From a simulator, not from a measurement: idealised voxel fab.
The name of this process module is voxel trench capacitor.
The cross-section on display is named cut; it measures 230 nm wide, and its cells are 5 nm squares.
Bands, listed from the top down, are how a cross-section gets written in this document; the cross-section itself is a grid of square cells, and a band is one or more rows of them.
Top, bottom (nm), then materials left to right with widths (nm); lone material tagged "full width" fills the whole band edge to edge; "air" = empty space.
Height reference: 0 = level under which incoming wafer is all one material. Lowest band: no bottom, runs on downward, e.g. "top 0, no bottom".
Width: "30..40" (first number = top row, second number = bottom row, same change from row to row of cells).
"remained the same" for a step: no cell of the cross-section changed in that step.
Reported under the label "Fully sealed cavities" are the empty spaces having no open way to the top and comprising 8 cells or more; the notation for each is width x height at distance, in which the distance is measured from the left edge and all three values are in nm.
Anything after a step's settings on that line? It's the simulator's own note about the step.
Among the settings permitted on a step's line is "overlay nm"; applied to a step with a mask, it specifies the extent to which the mask lay to the right of its planned position, whereas a negative figure signifies a position to the left.
## Process steps (planned)
1. RECEIVE (material Si)
2. CONFORMAL_DEP (material SiN; thk nm 5)
3. DIRECTIONAL_DEP (material aC; thk nm 10)
4. PATTERN (tone open; mask id TRENCH; material resist; width nm 30; pitch nm 55; thk nm 30; overlay nm -15)
5. DIRECTIONAL_ETCH (etch materials aC; depth nm 10)
6. STRIP (etch materials resist)
7. DIRECTIONAL_ETCH (etch materials SiN; depth nm 5)
8. DIRECTIONAL_ETCH (etch materials Si; depth nm 30)
9. STRIP (etch materials aC)
10. CONFORMAL_DEP (material HfO2; thk nm 5)
11. CONFORMAL_DEP (material TiN; thk nm 5)
12. FILL_DEP (material W; thk nm 5)
13. CMP (height nm 5)
Same starting wafers, different overlay nm at step 4. Plan value belongs to the first wafer.
## Sectional view: first of several wafers, as received, after step 1
    top 0, no bottom: Si full width
    Fully sealed cavities: none
## Rows = wafers. At module end, each row lists per material the cells gained (+) or lost (-) since the wafer was received, then the closed voids
overlay nm -15; +36 HfO2; -72 Si; +34 SiN; +28 TiN; +20 W; Fully sealed cavities: none
overlay nm -10; +36 HfO2; -72 Si; +34 SiN; +28 TiN; +20 W; Fully sealed cavities: none
overlay nm -5; +36 HfO2; -72 Si; +34 SiN; +28 TiN; +20 W; Fully sealed cavities: none
overlay nm 0; +36 HfO2; -72 Si; +34 SiN; +28 TiN; +20 W; Fully sealed cavities: none
overlay nm 5; +36 HfO2; -72 Si; +34 SiN; +28 TiN; +20 W; Fully sealed cavities: none
overlay nm 10; +36 HfO2; -72 Si; +34 SiN; +28 TiN; +20 W; Fully sealed cavities: none
overlay nm 15; +36 HfO2; -72 Si; +34 SiN; +28 TiN; +20 W; Fully sealed cavities: none
